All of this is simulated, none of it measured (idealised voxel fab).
process module | voxel gate over fins
cross-section cut | 165 nm wide | cells 5 nm
A cross-section is a grid of square cells, given in bands from the top down. A band is one or more rows of cells.
Each band's line starts with the height of the band's top and of its bottom, in nm. Then come its materials from left to right, each with its width in nm. One material with "throughout" fills the band from edge to edge. "air" is empty space.
Height 0 is the level under which the wafer as received is all one material. The lowest band goes on downwards, as in "0 down".
A width such as "30 to 40" changes by the same amount from each row of cells to the next, from the band's top row to its bottom row.
"no change" after a step means that no cell of the cross-section changed.
closed voids: empty space of 8 cells or more with no open way to the top, each as width x height at its distance from the left edge, in nm
after a step's settings: what the simulator itself notes on the step
overlay nm, on a step with a mask: how far to the right of its planned place the mask lay; to the left if negative
plan
1 op RECEIVE | material Si
2 op CONFORMAL_DEP | material SiN | thk nm 10
3 op MASKED_ETCH | tone cover | mask id FINS | width nm 15 | pitch nm 35 | etch materials SiN | depth nm 10 | overlay nm 0
4 op MASKED_ETCH | tone cover | mask id FINS | width nm 15 | pitch nm 35 | etch materials Si | depth nm 30 | overlay nm 0
5 op OXIDIZE | depth nm 5
6 op FILL_DEP | material SiO2 | thk nm 5
7 op CMP | height nm 10
8 op SELECTIVE_ETCH | etch materials SiO2 | depth nm 20
9 op STRIP | etch materials SiN
10 op CONFORMAL_DEP | material HfO2 | thk nm 5
11 op CONFORMAL_DEP | material TiN | thk nm 5
12 op FILL_DEP | material W | thk nm 10
13 op CMP | height nm 15
14 op CONFORMAL_DEP | material SiN | thk nm 10
first wafer, as planned
as received, after step 1
  0 down: Si throughout
  closed voids: none
after step 2
  10 to 0: SiN throughout
  below 0: unchanged
after step 3
  10 to 0: air 40 | SiN 15 | air 20 | SiN 15 | air 20 | SiN 15 | air 40
  below 0: unchanged
after step 4
  10 to 0: air 40 | SiN 15 | air 20 | SiN 15 | air 20 | SiN 15 | air 40
  0 to -30: air 40 | Si 15 | air 20 | Si 15 | air 20 | Si 15 | air 40
  below -30: unchanged
after step 5
  10 to 0: air 40 | SiN 15 | air 20 | SiN 15 | air 20 | SiN 15 | air 40
  0 to -30: air 40 | SiO2 5 | Si 5 | SiO2 5 | air 20 | SiO2 5 | Si 5 | SiO2 5 | air 20 | SiO2 5 | Si 5 | SiO2 5 | air 40
  -30 to -35: SiO2 45 | Si 5 | SiO2 30 | Si 5 | SiO2 30 | Si 5 | SiO2 45
  below -35: unchanged
after step 6
  15 to 10: SiO2 throughout
  10 to 0: SiO2 40 | SiN 15 | SiO2 20 | SiN 15 | SiO2 20 | SiN 15 | SiO2 40
  0 to -35: SiO2 45 | Si 5 | SiO2 30 | Si 5 | SiO2 30 | Si 5 | SiO2 45
  below -35: unchanged
after step 7
  10 to 0: SiO2 40 | SiN 15 | SiO2 20 | SiN 15 | SiO2 20 | SiN 15 | SiO2 40
  below 0: unchanged
after step 8
  10 to 0: air 40 | SiN 15 | air 20 | SiN 15 | air 20 | SiN 15 | air 40
  0 to -10: air 45 | Si 5 | air 30 | Si 5 | air 30 | Si 5 | air 45
  below -10: unchanged
after step 9
  0 to -10: air 45 | Si 5 | air 30 | Si 5 | air 30 | Si 5 | air 45
  below -10: unchanged
after step 10
  5 to 0: air 40 | HfO2 15 | air 20 | HfO2 15 | air 20 | HfO2 15 | air 40
  0 to -5: air 40 | HfO2 5 | Si 5 | HfO2 5 | air 20 | HfO2 5 | Si 5 | HfO2 5 | air 20 | HfO2 5 | Si 5 | HfO2 5 | air 40
  -5 to -10: HfO2 45 | Si 5 | HfO2 30 | Si 5 | HfO2 30 | Si 5 | HfO2 45
  below -10: unchanged
after step 11
  10 to 5: air 35 | TiN 25 | air 10 | TiN 25 | air 10 | TiN 25 | air 35
  5 to 0: air 35 | TiN 5 | HfO2 15 | TiN 5 | air 10 | TiN 5 | HfO2 15 | TiN 5 | air 10 | TiN 5 | HfO2 15 | TiN 5 | air 35
  0 to -5: TiN 40 | HfO2 5 | Si 5 | HfO2 5 | TiN 20 | HfO2 5 | Si 5 | HfO2 5 | TiN 20 | HfO2 5 | Si 5 | HfO2 5 | TiN 40
  below -5: unchanged
after step 12
  20 to 10: W throughout
  10 to 5: W 35 | TiN 25 | W 10 | TiN 25 | W 10 | TiN 25 | W 35
  5 to 0: W 35 | TiN 5 | HfO2 15 | TiN 5 | W 10 | TiN 5 | HfO2 15 | TiN 5 | W 10 | TiN 5 | HfO2 15 | TiN 5 | W 35
  below 0: unchanged
after step 13
  15 to 10: W throughout
  below 10: unchanged
after step 14
  25 to 15: SiN throughout
  below 15: unchanged
second wafer: like start, like plan, one mistake. Through step 2 it matches the first wafer
when step 3 should have ended
  10 to 0: SiN 40 | air 15 | SiN 20 | air 15 | SiN 20 | air 15 | SiN 40
  below 0: unchanged
when step 4 should have ended: no change
when step 5 should have ended
  10 to 0: SiN 40 | air 15 | SiN 20 | air 15 | SiN 20 | air 15 | SiN 40
  0 to -5: Si 35 | SiO2 25 | Si 10 | SiO2 25 | Si 10 | SiO2 25 | Si 35
  below -5: unchanged
when step 6 should have ended
  15 to 10: SiO2 throughout
  10 to 0: SiN 40 | SiO2 15 | SiN 20 | SiO2 15 | SiN 20 | SiO2 15 | SiN 40
  below 0: unchanged
when step 7 should have ended
  10 to 0: SiN 40 | SiO2 15 | SiN 20 | SiO2 15 | SiN 20 | SiO2 15 | SiN 40
  below 0: unchanged
when step 8 should have ended
  10 to 0: SiN 40 | air 15 | SiN 20 | air 15 | SiN 20 | air 15 | SiN 40
  0 to -5: Si 35 | air 25 | Si 10 | air 25 | Si 10 | air 25 | Si 35
  below -5: unchanged
when step 9 should have ended
  0 to -5: Si 35 | air 25 | Si 10 | air 25 | Si 10 | air 25 | Si 35
  below -5: unchanged
when step 10 should have ended
  5 to 0: HfO2 40 | air 15 | HfO2 20 | air 15 | HfO2 20 | air 15 | HfO2 40
  0 to -5: Si 35 | HfO2 25 | Si 10 | HfO2 25 | Si 10 | HfO2 25 | Si 35
  below -5: unchanged
when step 11 should have ended
  10 to 5: TiN 45 | air 5 | TiN 30 | air 5 | TiN 30 | air 5 | TiN 45
  5 to 0: HfO2 40 | TiN 15 | HfO2 20 | TiN 15 | HfO2 20 | TiN 15 | HfO2 40
  below 0: unchanged
when step 12 should have ended
  20 to 10: W throughout
  10 to 5: TiN 45 | W 5 | TiN 30 | W 5 | TiN 30 | W 5 | TiN 45
  below 5: unchanged
when step 13 should have ended
  15 to 10: W throughout
  below 10: unchanged
when step 14 should have ended
  25 to 15: SiN throughout
  below 15: unchanged
what went wrong: step 3 ran as: op MASKED_ETCH | tone open | mask id FINS | width nm 15 | pitch nm 35 | etch materials SiN | depth nm 10 | overlay nm 0
at the end the second wafer has, in cells: 6 fewer of HfO2 | 195 more of Si | 150 fewer of SiO2 | 6 fewer of TiN | 33 fewer of W
